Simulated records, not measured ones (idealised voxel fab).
process module | voxel transistor to metal
cross-section cut | 265 nm wide | cells 5 nm
A cross-section is a grid of square cells, given in bands from the top down. A band is one or more rows of cells.
Each band's line starts with the height of the band's top and of its bottom, in nm. Then come its materials from left to right, each with its width in nm. One material with "throughout" fills the band from edge to edge. "air" is empty space.
Height 0 is the level under which the wafer as received is all one material. The lowest band goes on downwards, as in "0 down".
A width such as "30 to 40" changes by the same amount from each row of cells to the next, from the band's top row to its bottom row.
"no change" after a step means that no cell of the cross-section changed.
closed voids: empty space of 8 cells or more with no open way to the top, each as width x height at its distance from the left edge, in nm
after a step's settings: what the simulator itself notes on the step
overlay nm, on a step with a mask: how far to the right of its planned place the mask lay; to the left if negative
plan
1 op RECEIVE | material Si
2 op OXIDIZE | depth nm 5
3 op CONFORMAL_DEP | material SiN | thk nm 15
4 op PATTERN | tone cover | mask id ACTIVE | material resist | width nm 105 | pitch nm 130 | thk nm 20 | overlay nm 0
5 op DIRECTIONAL_ETCH | etch materials SiN | depth nm 15
6 op DIRECTIONAL_ETCH | etch materials SiO2 | depth nm 5
7 op DIRECTIONAL_ETCH | etch materials Si | depth nm 25
8 op STRIP | etch materials resist
9 op OXIDIZE | depth nm 5
10 op FILL_DEP | material SiO2 | thk nm 15
11 op CMP | height nm 15
12 op SELECTIVE_ETCH | etch materials SiO2 | depth nm 10
13 op STRIP | etch materials SiN
14 op SELECTIVE_ETCH | etch materials SiO2 | depth nm 5
15 op OXIDIZE | depth nm 5
16 op DIRECTIONAL_DEP | material polySi | thk nm 25
17 op DIRECTIONAL_DEP | material SiCN | thk nm 10
18 op MASKED_ETCH | tone cover | mask id GATE | width nm 25 | pitch nm 130 | etch materials SiCN | depth nm 20 | overlay nm 0
19 op MASKED_ETCH | tone cover | mask id GATE | width nm 25 | pitch nm 130 | etch materials polySi | depth nm 35 | overlay nm 0
20 op CONFORMAL_DEP | material SiN | thk nm 5
21 op DIRECTIONAL_ETCH | etch materials SiN | depth nm 5
22 op DIRECTIONAL_ETCH | etch materials SiO2 | depth nm 5
23 op EPI | material nSi | thk nm 5
24 op FILL_DEP | material SiO2 | thk nm 5
25 op CMP | height nm 30
26 op DIRECTIONAL_DEP | material SiO2 | thk nm 10
27 op MASKED_ETCH | tone open | mask id CONTACT | width nm 15 | etch materials SiO2 | depth nm 45 | overlay nm 0
28 op CONFORMAL_DEP | material TiN | thk nm 5
29 op FILL_DEP | material Ru | thk nm 10
30 op CMP | height nm 40
31 op CONFORMAL_DEP | material SiN | thk nm 5
32 op DIRECTIONAL_DEP | material SiO2 | thk nm 25
33 op MASKED_ETCH | tone open | mask id METAL_1 | width nm 15 | etch materials SiO2 | depth nm 25 | overlay nm 0
34 op MASKED_ETCH | tone open | mask id METAL_1 | width nm 15 | etch materials SiN | depth nm 5 | overlay nm 0
35 op CONFORMAL_DEP | material TiN | thk nm 5
36 op FILL_DEP | material Ru | thk nm 10
37 op CMP | height nm 70
38 op EPI | material Ru | thk nm 5
39 op FILL_DEP | material SiCN | thk nm 5
first wafer, as planned
as received, after step 1
  0 down: Si throughout
  closed voids: none
after step 2
  0 to -5: SiO2 throughout
  below -5: unchanged
after step 3
  15 to 0: SiN throughout
  below 0: unchanged
after step 4
  35 to 15: air 15 | resist 105 | air 25 | resist 105 | air 15
  below 15: unchanged
after step 5
  35 to 15: air 15 | resist 105 | air 25 | resist 105 | air 15
  15 to 0: air 15 | SiN 105 | air 25 | SiN 105 | air 15
  below 0: unchanged
after step 6
  35 to 15: air 15 | resist 105 | air 25 | resist 105 | air 15
  15 to 0: air 15 | SiN 105 | air 25 | SiN 105 | air 15
  0 to -5: air 15 | SiO2 105 | air 25 | SiO2 105 | air 15
  below -5: unchanged
after step 7
  35 to 15: air 15 | resist 105 | air 25 | resist 105 | air 15
  15 to 0: air 15 | SiN 105 | air 25 | SiN 105 | air 15
  0 to -5: air 15 | SiO2 105 | air 25 | SiO2 105 | air 15
  -5 to -30: air 15 | Si 105 | air 25 | Si 105 | air 15
  below -30: unchanged
after step 8
  15 to 0: air 15 | SiN 105 | air 25 | SiN 105 | air 15
  below 0: unchanged
after step 9
  15 to 0: air 15 | SiN 105 | air 25 | SiN 105 | air 15
  0 to -5: air 15 | SiO2 105 | air 25 | SiO2 105 | air 15
  -5 to -30: air 15 | SiO2 5 | Si 95 | SiO2 5 | air 25 | SiO2 5 | Si 95 | SiO2 5 | air 15
  -30 to -35: SiO2 20 | Si 95 | SiO2 35 | Si 95 | SiO2 20
  below -35: unchanged
after step 10
  30 to 15: SiO2 throughout
  15 to 0: SiO2 15 | SiN 105 | SiO2 25 | SiN 105 | SiO2 15
  0 to -5: SiO2 throughout
  -5 to -35: SiO2 20 | Si 95 | SiO2 35 | Si 95 | SiO2 20
  below -35: unchanged
after step 11
  15 to 0: SiO2 15 | SiN 105 | SiO2 25 | SiN 105 | SiO2 15
  below 0: unchanged
after step 12
  15 to 5: air 15 | SiN 105 | air 25 | SiN 105 | air 15
  below 5: unchanged
after step 13
  5 to 0: SiO2 15 | air 105 | SiO2 25 | air 105 | SiO2 15
  below 0: unchanged
after step 14
  0 to -5: SiO2 10 | air 115 | SiO2 15 | air 115 | SiO2 10
  below -5: unchanged
after step 15
  0 to -5: SiO2 10 | air 115 | SiO2 15 | air 115 | SiO2 10
  -5 to -10: SiO2 throughout
  below -10: unchanged
after step 16
  25 to 20: polySi 10 | air 115 | polySi 15 | air 115 | polySi 10
  20 to 0: polySi throughout
  0 to -5: SiO2 10 | polySi 115 | SiO2 15 | polySi 115 | SiO2 10
  below -5: unchanged
after step 17
  35 to 30: SiCN 10 | air 115 | SiCN 15 | air 115 | SiCN 10
  30 to 25: SiCN throughout
  25 to 20: polySi 10 | SiCN 115 | polySi 15 | SiCN 115 | polySi 10
  below 20: unchanged
after step 18
  30 to 25: air 55 | SiCN 25 | air 105 | SiCN 25 | air 55
  25 to 20: polySi 10 | air 45 | SiCN 25 | air 45 | polySi 15 | air 45 | SiCN 25 | air 45 | polySi 10
  below 20: unchanged
after step 19
  30 to 20: air 55 | SiCN 25 | air 105 | SiCN 25 | air 55
  20 to 0: air 55 | polySi 25 | air 105 | polySi 25 | air 55
  0 to -5: SiO2 10 | air 45 | polySi 25 | air 45 | SiO2 15 | air 45 | polySi 25 | air 45 | SiO2 10
  below -5: unchanged
after step 20
  35 to 30: air 50 | SiN 35 | air 95 | SiN 35 | air 50
  30 to 20: air 50 | SiN 5 | SiCN 25 | SiN 5 | air 95 | SiN 5 | SiCN 25 | SiN 5 | air 50
  20 to 5: air 50 | SiN 5 | polySi 25 | SiN 5 | air 95 | SiN 5 | polySi 25 | SiN 5 | air 50
  5 to 0: SiN 15 | air 35 | SiN 5 | polySi 25 | SiN 5 | air 35 | SiN 25 | air 35 | SiN 5 | polySi 25 | SiN 5 | air 35 | SiN 15
  0 to -5: SiO2 10 | SiN 45 | polySi 25 | SiN 45 | SiO2 15 | SiN 45 | polySi 25 | SiN 45 | SiO2 10
  below -5: unchanged
after step 21
  30 to 20: air 50 | SiN 5 | SiCN 25 | SiN 5 | air 95 | SiN 5 | SiCN 25 | SiN 5 | air 50
  20 to 0: air 50 | SiN 5 | polySi 25 | SiN 5 | air 95 | SiN 5 | polySi 25 | SiN 5 | air 50
  0 to -5: SiO2 10 | SiN 5 | air 35 | SiN 5 | polySi 25 | SiN 5 | air 35 | SiN 5 | SiO2 15 | SiN 5 | air 35 | SiN 5 | polySi 25 | SiN 5 | air 35 | SiN 5 | SiO2 10
  below -5: unchanged
after step 22
  30 to 20: air 50 | SiN 5 | SiCN 25 | SiN 5 | air 95 | SiN 5 | SiCN 25 | SiN 5 | air 50
  20 to 0: air 50 | SiN 5 | polySi 25 | SiN 5 | air 95 | SiN 5 | polySi 25 | SiN 5 | air 50
  0 to -5: air 10 | SiN 5 | air 35 | SiN 5 | polySi 25 | SiN 5 | air 35 | SiN 5 | air 15 | SiN 5 | air 35 | SiN 5 | polySi 25 | SiN 5 | air 35 | SiN 5 | air 10
  -5 to -10: SiO2 15 | air 35 | SiO2 35 | air 35 | SiO2 25 | air 35 | SiO2 35 | air 35 | SiO2 15
  below -10: unchanged
after step 23
  30 to 20: air 50 | SiN 5 | SiCN 25 | SiN 5 | air 95 | SiN 5 | SiCN 25 | SiN 5 | air 50
  20 to 0: air 50 | SiN 5 | polySi 25 | SiN 5 | air 95 | SiN 5 | polySi 25 | SiN 5 | air 50
  0 to -5: air 10 | SiN 5 | air 35 | SiN 5 | polySi 25 | SiN 5 | air 35 | SiN 5 | air 15 | SiN 5 | air 35 | SiN 5 | polySi 25 | SiN 5 | air 35 | SiN 5 | air 10
  -5 to -10: SiO2 15 | nSi 35 | SiO2 35 | nSi 35 | SiO2 25 | nSi 35 | SiO2 35 | nSi 35 | SiO2 15
  below -10: unchanged
after step 24
  35 to 30: SiO2 throughout
  30 to 20: SiO2 50 | SiN 5 | SiCN 25 | SiN 5 | SiO2 95 | SiN 5 | SiCN 25 | SiN 5 | SiO2 50
  20 to 0: SiO2 50 | SiN 5 | polySi 25 | SiN 5 | SiO2 95 | SiN 5 | polySi 25 | SiN 5 | SiO2 50
  0 to -5: SiO2 10 | SiN 5 | SiO2 35 | SiN 5 | polySi 25 | SiN 5 | SiO2 35 | SiN 5 | SiO2 15 | SiN 5 | SiO2 35 | SiN 5 | polySi 25 | SiN 5 | SiO2 35 | SiN 5 | SiO2 10
  below -5: unchanged
after step 25
  30 to 20: SiO2 50 | SiN 5 | SiCN 25 | SiN 5 | SiO2 95 | SiN 5 | SiCN 25 | SiN 5 | SiO2 50
  below 20: unchanged
after step 26
  40 to 30: SiO2 throughout
  below 30: unchanged
after step 27
  40 to 30: SiO2 25 | air 15 | SiO2 55 | air 15 | SiO2 45 | air 15 | SiO2 55 | air 15 | SiO2 25
  30 to 20: SiO2 25 | air 15 | SiO2 10 | SiN 5 | SiCN 25 | SiN 5 | SiO2 10 | air 15 | SiO2 45 | air 15 | SiO2 10 | SiN 5 | SiCN 25 | SiN 5 | SiO2 10 | air 15 | SiO2 25
  20 to 0: SiO2 25 | air 15 | SiO2 10 | SiN 5 | polySi 25 | SiN 5 | SiO2 10 | air 15 | SiO2 45 | air 15 | SiO2 10 | SiN 5 | polySi 25 | SiN 5 | SiO2 10 | air 15 | SiO2 25
  0 to -5: SiO2 10 | SiN 5 | SiO2 10 | air 15 | SiO2 10 | SiN 5 | polySi 25 | SiN 5 | SiO2 10 | air 15 | SiO2 10 | SiN 5 | SiO2 15 | SiN 5 | SiO2 10 | air 15 | SiO2 10 | SiN 5 | polySi 25 | SiN 5 | SiO2 10 | air 15 | SiO2 10 | SiN 5 | SiO2 10
  below -5: unchanged
after step 28
  45 to 40: TiN 30 | air 5 | TiN 65 | air 5 | TiN 55 | air 5 | TiN 65 | air 5 | TiN 30
  40 to 30: SiO2 25 | TiN 5 | air 5 | TiN 5 | SiO2 55 | TiN 5 | air 5 | TiN 5 | SiO2 45 | TiN 5 | air 5 | TiN 5 | SiO2 55 | TiN 5 | air 5 | TiN 5 | SiO2 25
  30 to 20: SiO2 25 | TiN 5 | air 5 | TiN 5 | SiO2 10 | SiN 5 | SiCN 25 | SiN 5 | SiO2 10 | TiN 5 | air 5 | TiN 5 | SiO2 45 | TiN 5 | air 5 | TiN 5 | SiO2 10 | SiN 5 | SiCN 25 | SiN 5 | SiO2 10 | TiN 5 | air 5 | TiN 5 | SiO2 25
  20 to 0: SiO2 25 | TiN 5 | air 5 | TiN 5 | SiO2 10 | SiN 5 | polySi 25 | SiN 5 | SiO2 10 | TiN 5 | air 5 | TiN 5 | SiO2 45 | TiN 5 | air 5 | TiN 5 | SiO2 10 | SiN 5 | polySi 25 | SiN 5 | SiO2 10 | TiN 5 | air 5 | TiN 5 | SiO2 25
  0 to -5: SiO2 10 | SiN 5 | SiO2 10 | TiN 15 | SiO2 10 | SiN 5 | polySi 25 | SiN 5 | SiO2 10 | TiN 15 | SiO2 10 | SiN 5 | SiO2 15 | SiN 5 | SiO2 10 | TiN 15 | SiO2 10 | SiN 5 | polySi 25 | SiN 5 | SiO2 10 | TiN 15 | SiO2 10 | SiN 5 | SiO2 10
  below -5: unchanged
after step 29
  55 to 45: Ru throughout
  45 to 40: TiN 30 | Ru 5 | TiN 65 | Ru 5 | TiN 55 | Ru 5 | TiN 65 | Ru 5 | TiN 30
  40 to 30: SiO2 25 | TiN 5 | Ru 5 | TiN 5 | SiO2 55 | TiN 5 | Ru 5 | TiN 5 | SiO2 45 | TiN 5 | Ru 5 | TiN 5 | SiO2 55 | TiN 5 | Ru 5 | TiN 5 | SiO2 25
  30 to 20: SiO2 25 | TiN 5 | Ru 5 | TiN 5 | SiO2 10 | SiN 5 | SiCN 25 | SiN 5 | SiO2 10 | TiN 5 | Ru 5 | TiN 5 | SiO2 45 | TiN 5 | Ru 5 | TiN 5 | SiO2 10 | SiN 5 | SiCN 25 | SiN 5 | SiO2 10 | TiN 5 | Ru 5 | TiN 5 | SiO2 25
  20 to 0: SiO2 25 | TiN 5 | Ru 5 | TiN 5 | SiO2 10 | SiN 5 | polySi 25 | SiN 5 | SiO2 10 | TiN 5 | Ru 5 | TiN 5 | SiO2 45 | TiN 5 | Ru 5 | TiN 5 | SiO2 10 | SiN 5 | polySi 25 | SiN 5 | SiO2 10 | TiN 5 | Ru 5 | TiN 5 | SiO2 25
  below 0: unchanged
after step 30
  40 to 30: SiO2 25 | TiN 5 | Ru 5 | TiN 5 | SiO2 55 | TiN 5 | Ru 5 | TiN 5 | SiO2 45 | TiN 5 | Ru 5 | TiN 5 | SiO2 55 | TiN 5 | Ru 5 | TiN 5 | SiO2 25
  below 30: unchanged
after step 31
  45 to 40: SiN throughout
  below 40: unchanged
after step 32
  70 to 45: SiO2 throughout
  below 45: unchanged
after step 33
  70 to 45: SiO2 25 | air 15 | SiO2 55 | air 15 | SiO2 45 | air 15 | SiO2 55 | air 15 | SiO2 25
  below 45: unchanged
after step 34
  70 to 45: SiO2 25 | air 15 | SiO2 55 | air 15 | SiO2 45 | air 15 | SiO2 55 | air 15 | SiO2 25
  45 to 40: SiN 25 | air 15 | SiN 55 | air 15 | SiN 45 | air 15 | SiN 55 | air 15 | SiN 25
  below 40: unchanged
after step 35
  75 to 70: TiN 30 | air 5 | TiN 65 | air 5 | TiN 55 | air 5 | TiN 65 | air 5 | TiN 30
  70 to 45: SiO2 25 | TiN 5 | air 5 | TiN 5 | SiO2 55 | TiN 5 | air 5 | TiN 5 | SiO2 45 | TiN 5 | air 5 | TiN 5 | SiO2 55 | TiN 5 | air 5 | TiN 5 | SiO2 25
  45 to 40: SiN 25 | TiN 15 | SiN 55 | TiN 15 | SiN 45 | TiN 15 | SiN 55 | TiN 15 | SiN 25
  below 40: unchanged
after step 36
  85 to 75: Ru throughout
  75 to 70: TiN 30 | Ru 5 | TiN 65 | Ru 5 | TiN 55 | Ru 5 | TiN 65 | Ru 5 | TiN 30
  70 to 45: SiO2 25 | TiN 5 | Ru 5 | TiN 5 | SiO2 55 | TiN 5 | Ru 5 | TiN 5 | SiO2 45 | TiN 5 | Ru 5 | TiN 5 | SiO2 55 | TiN 5 | Ru 5 | TiN 5 | SiO2 25
  below 45: unchanged
after step 37
  70 to 45: SiO2 25 | TiN 5 | Ru 5 | TiN 5 | SiO2 55 | TiN 5 | Ru 5 | TiN 5 | SiO2 45 | TiN 5 | Ru 5 | TiN 5 | SiO2 55 | TiN 5 | Ru 5 | TiN 5 | SiO2 25
  below 45: unchanged
after step 38
  75 to 70: air 20 | Ru 25 | air 45 | Ru 25 | air 35 | Ru 25 | air 45 | Ru 25 | air 20
  below 70: unchanged
after step 39
  80 to 75: SiCN throughout
  75 to 70: SiCN 20 | Ru 25 | SiCN 45 | Ru 25 | SiCN 35 | Ru 25 | SiCN 45 | Ru 25 | SiCN 20
  below 70: unchanged
second wafer: like start, like plan, one mistake. Through step 18 it matches the first wafer
when step 19 should have ended
  30 to 20: air 55 | SiCN 25 | air 105 | SiCN 25 | air 55
  20 to 0: air 50 | polySi 35 | air 95 | polySi 35 | air 50
  0 to -5: SiO2 10 | air 40 | polySi 35 | air 40 | SiO2 15 | air 40 | polySi 35 | air 40 | SiO2 10
  below -5: unchanged
when step 20 should have ended
  35 to 30: air 50 | SiN 35 | air 95 | SiN 35 | air 50
  30 to 20: air 50 to 45 | SiN 5 to 10 | SiCN 25 | SiN 5 to 10 | air 95 to 85 | SiN 5 to 10 | SiCN 25 | SiN 5 to 10 | air 50 to 45
  20 to 5: air 45 | SiN 5 | polySi 35 | SiN 5 | air 85 | SiN 5 | polySi 35 | SiN 5 | air 45
  5 to 0: SiN 15 | air 30 | SiN 5 | polySi 35 | SiN 5 | air 30 | SiN 25 | air 30 | SiN 5 | polySi 35 | SiN 5 | air 30 | SiN 15
  0 to -5: SiO2 10 | SiN 40 | polySi 35 | SiN 40 | SiO2 15 | SiN 40 | polySi 35 | SiN 40 | SiO2 10
  below -5: unchanged
when step 21 should have ended
  30 to 20: air 50 | SiN 5 | SiCN 25 | SiN 5 | air 95 | SiN 5 | SiCN 25 | SiN 5 | air 50
  20 to 0: air 45 | SiN 5 | polySi 35 | SiN 5 | air 85 | SiN 5 | polySi 35 | SiN 5 | air 45
  0 to -5: SiO2 10 | SiN 5 | air 30 | SiN 5 | polySi 35 | SiN 5 | air 30 | SiN 5 | SiO2 15 | SiN 5 | air 30 | SiN 5 | polySi 35 | SiN 5 | air 30 | SiN 5 | SiO2 10
  below -5: unchanged
when step 22 should have ended
  30 to 20: air 50 | SiN 5 | SiCN 25 | SiN 5 | air 95 | SiN 5 | SiCN 25 | SiN 5 | air 50
  20 to 0: air 45 | SiN 5 | polySi 35 | SiN 5 | air 85 | SiN 5 | polySi 35 | SiN 5 | air 45
  0 to -5: air 10 | SiN 5 | air 30 | SiN 5 | polySi 35 | SiN 5 | air 30 | SiN 5 | air 15 | SiN 5 | air 30 | SiN 5 | polySi 35 | SiN 5 | air 30 | SiN 5 | air 10
  -5 to -10: SiO2 15 | air 30 | SiO2 45 | air 30 | SiO2 25 | air 30 | SiO2 45 | air 30 | SiO2 15
  below -10: unchanged
when step 23 should have ended
  30 to 20: air 50 | SiN 5 | SiCN 25 | SiN 5 | air 95 | SiN 5 | SiCN 25 | SiN 5 | air 50
  20 to 0: air 45 | SiN 5 | polySi 35 | SiN 5 | air 85 | SiN 5 | polySi 35 | SiN 5 | air 45
  0 to -5: air 10 | SiN 5 | air 30 | SiN 5 | polySi 35 | SiN 5 | air 30 | SiN 5 | air 15 | SiN 5 | air 30 | SiN 5 | polySi 35 | SiN 5 | air 30 | SiN 5 | air 10
  -5 to -10: SiO2 15 | nSi 30 | SiO2 45 | nSi 30 | SiO2 25 | nSi 30 | SiO2 45 | nSi 30 | SiO2 15
  below -10: unchanged
when step 24 should have ended
  35 to 30: SiO2 throughout
  30 to 20: SiO2 50 | SiN 5 | SiCN 25 | SiN 5 | SiO2 95 | SiN 5 | SiCN 25 | SiN 5 | SiO2 50
  20 to 0: SiO2 45 | SiN 5 | polySi 35 | SiN 5 | SiO2 85 | SiN 5 | polySi 35 | SiN 5 | SiO2 45
  0 to -5: SiO2 10 | SiN 5 | SiO2 30 | SiN 5 | polySi 35 | SiN 5 | SiO2 30 | SiN 5 | SiO2 15 | SiN 5 | SiO2 30 | SiN 5 | polySi 35 | SiN 5 | SiO2 30 | SiN 5 | SiO2 10
  below -5: unchanged
when step 25 should have ended
  30 to 20: SiO2 50 | SiN 5 | SiCN 25 | SiN 5 | SiO2 95 | SiN 5 | SiCN 25 | SiN 5 | SiO2 50
  below 20: unchanged
when step 26 should have ended
  40 to 30: SiO2 throughout
  below 30: unchanged
when step 27 should have ended
  40 to 30: SiO2 25 | air 15 | SiO2 55 | air 15 | SiO2 45 | air 15 | SiO2 55 | air 15 | SiO2 25
  30 to 20: SiO2 25 | air 15 | SiO2 10 | SiN 5 | SiCN 25 | SiN 5 | SiO2 10 | air 15 | SiO2 45 | air 15 | SiO2 10 | SiN 5 | SiCN 25 | SiN 5 | SiO2 10 | air 15 | SiO2 25
  20 to 0: SiO2 25 | air 15 | SiO2 5 | SiN 5 | polySi 35 | SiN 5 | SiO2 5 | air 15 | SiO2 45 | air 15 | SiO2 5 | SiN 5 | polySi 35 | SiN 5 | SiO2 5 | air 15 | SiO2 25
  0 to -5: SiO2 10 | SiN 5 | SiO2 10 | air 15 | SiO2 5 | SiN 5 | polySi 35 | SiN 5 | SiO2 5 | air 15 | SiO2 10 | SiN 5 | SiO2 15 | SiN 5 | SiO2 10 | air 15 | SiO2 5 | SiN 5 | polySi 35 | SiN 5 | SiO2 5 | air 15 | SiO2 10 | SiN 5 | SiO2 10
  below -5: unchanged
when step 28 should have ended
  45 to 40: TiN 30 | air 5 | TiN 65 | air 5 | TiN 55 | air 5 | TiN 65 | air 5 | TiN 30
  40 to 30: SiO2 25 | TiN 5 | air 5 | TiN 5 | SiO2 55 | TiN 5 | air 5 | TiN 5 | SiO2 45 | TiN 5 | air 5 | TiN 5 | SiO2 55 | TiN 5 | air 5 | TiN 5 | SiO2 25
  30 to 20: SiO2 25 | TiN 5 | air 5 | TiN 5 | SiO2 10 | SiN 5 | SiCN 25 | SiN 5 | SiO2 10 | TiN 5 | air 5 | TiN 5 | SiO2 45 | TiN 5 | air 5 | TiN 5 | SiO2 10 | SiN 5 | SiCN 25 | SiN 5 | SiO2 10 | TiN 5 | air 5 | TiN 5 | SiO2 25
  20 to 0: SiO2 25 | TiN 5 | air 5 | TiN 5 | SiO2 5 | SiN 5 | polySi 35 | SiN 5 | SiO2 5 | TiN 5 | air 5 | TiN 5 | SiO2 45 | TiN 5 | air 5 | TiN 5 | SiO2 5 | SiN 5 | polySi 35 | SiN 5 | SiO2 5 | TiN 5 | air 5 | TiN 5 | SiO2 25
  0 to -5: SiO2 10 | SiN 5 | SiO2 10 | TiN 15 | SiO2 5 | SiN 5 | polySi 35 | SiN 5 | SiO2 5 | TiN 15 | SiO2 10 | SiN 5 | SiO2 15 | SiN 5 | SiO2 10 | TiN 15 | SiO2 5 | SiN 5 | polySi 35 | SiN 5 | SiO2 5 | TiN 15 | SiO2 10 | SiN 5 | SiO2 10
  below -5: unchanged
when step 29 should have ended
  55 to 45: Ru throughout
  45 to 40: TiN 30 | Ru 5 | TiN 65 | Ru 5 | TiN 55 | Ru 5 | TiN 65 | Ru 5 | TiN 30
  40 to 30: SiO2 25 | TiN 5 | Ru 5 | TiN 5 | SiO2 55 | TiN 5 | Ru 5 | TiN 5 | SiO2 45 | TiN 5 | Ru 5 | TiN 5 | SiO2 55 | TiN 5 | Ru 5 | TiN 5 | SiO2 25
  30 to 20: SiO2 25 | TiN 5 | Ru 5 | TiN 5 | SiO2 10 | SiN 5 | SiCN 25 | SiN 5 | SiO2 10 | TiN 5 | Ru 5 | TiN 5 | SiO2 45 | TiN 5 | Ru 5 | TiN 5 | SiO2 10 | SiN 5 | SiCN 25 | SiN 5 | SiO2 10 | TiN 5 | Ru 5 | TiN 5 | SiO2 25
  20 to 0: SiO2 25 | TiN 5 | Ru 5 | TiN 5 | SiO2 5 | SiN 5 | polySi 35 | SiN 5 | SiO2 5 | TiN 5 | Ru 5 | TiN 5 | SiO2 45 | TiN 5 | Ru 5 | TiN 5 | SiO2 5 | SiN 5 | polySi 35 | SiN 5 | SiO2 5 | TiN 5 | Ru 5 | TiN 5 | SiO2 25
  below 0: unchanged
when step 30 should have ended
  40 to 30: SiO2 25 | TiN 5 | Ru 5 | TiN 5 | SiO2 55 | TiN 5 | Ru 5 | TiN 5 | SiO2 45 | TiN 5 | Ru 5 | TiN 5 | SiO2 55 | TiN 5 | Ru 5 | TiN 5 | SiO2 25
  below 30: unchanged
when step 31 should have ended
  45 to 40: SiN throughout
  below 40: unchanged
when step 32 should have ended
  70 to 45: SiO2 throughout
  below 45: unchanged
when step 33 should have ended
  70 to 45: SiO2 25 | air 15 | SiO2 55 | air 15 | SiO2 45 | air 15 | SiO2 55 | air 15 | SiO2 25
  below 45: unchanged
when step 34 should have ended
  70 to 45: SiO2 25 | air 15 | SiO2 55 | air 15 | SiO2 45 | air 15 | SiO2 55 | air 15 | SiO2 25
  45 to 40: SiN 25 | air 15 | SiN 55 | air 15 | SiN 45 | air 15 | SiN 55 | air 15 | SiN 25
  below 40: unchanged
when step 35 should have ended
  75 to 70: TiN 30 | air 5 | TiN 65 | air 5 | TiN 55 | air 5 | TiN 65 | air 5 | TiN 30
  70 to 45: SiO2 25 | TiN 5 | air 5 | TiN 5 | SiO2 55 | TiN 5 | air 5 | TiN 5 | SiO2 45 | TiN 5 | air 5 | TiN 5 | SiO2 55 | TiN 5 | air 5 | TiN 5 | SiO2 25
  45 to 40: SiN 25 | TiN 15 | SiN 55 | TiN 15 | SiN 45 | TiN 15 | SiN 55 | TiN 15 | SiN 25
  below 40: unchanged
when step 36 should have ended
  85 to 75: Ru throughout
  75 to 70: TiN 30 | Ru 5 | TiN 65 | Ru 5 | TiN 55 | Ru 5 | TiN 65 | Ru 5 | TiN 30
  70 to 45: SiO2 25 | TiN 5 | Ru 5 | TiN 5 | SiO2 55 | TiN 5 | Ru 5 | TiN 5 | SiO2 45 | TiN 5 | Ru 5 | TiN 5 | SiO2 55 | TiN 5 | Ru 5 | TiN 5 | SiO2 25
  below 45: unchanged
when step 37 should have ended
  70 to 45: SiO2 25 | TiN 5 | Ru 5 | TiN 5 | SiO2 55 | TiN 5 | Ru 5 | TiN 5 | SiO2 45 | TiN 5 | Ru 5 | TiN 5 | SiO2 55 | TiN 5 | Ru 5 | TiN 5 | SiO2 25
  below 45: unchanged
when step 38 should have ended
  75 to 70: air 20 | Ru 25 | air 45 | Ru 25 | air 35 | Ru 25 | air 45 | Ru 25 | air 20
  below 70: unchanged
when step 39 should have ended
  80 to 75: SiCN throughout
  75 to 70: SiCN 20 | Ru 25 | SiCN 45 | Ru 25 | SiCN 35 | Ru 25 | SiCN 45 | Ru 25 | SiCN 20
  below 70: unchanged
what went wrong: step 19 ran as: op MASKED_ETCH | tone cover | mask id GATE | width nm 35 | pitch nm 130 | etch materials polySi | depth nm 35 | overlay nm 0
at the end the second wafer has, in cells: 16 fewer of SiO2 | 4 fewer of nSi | 20 more of polySi
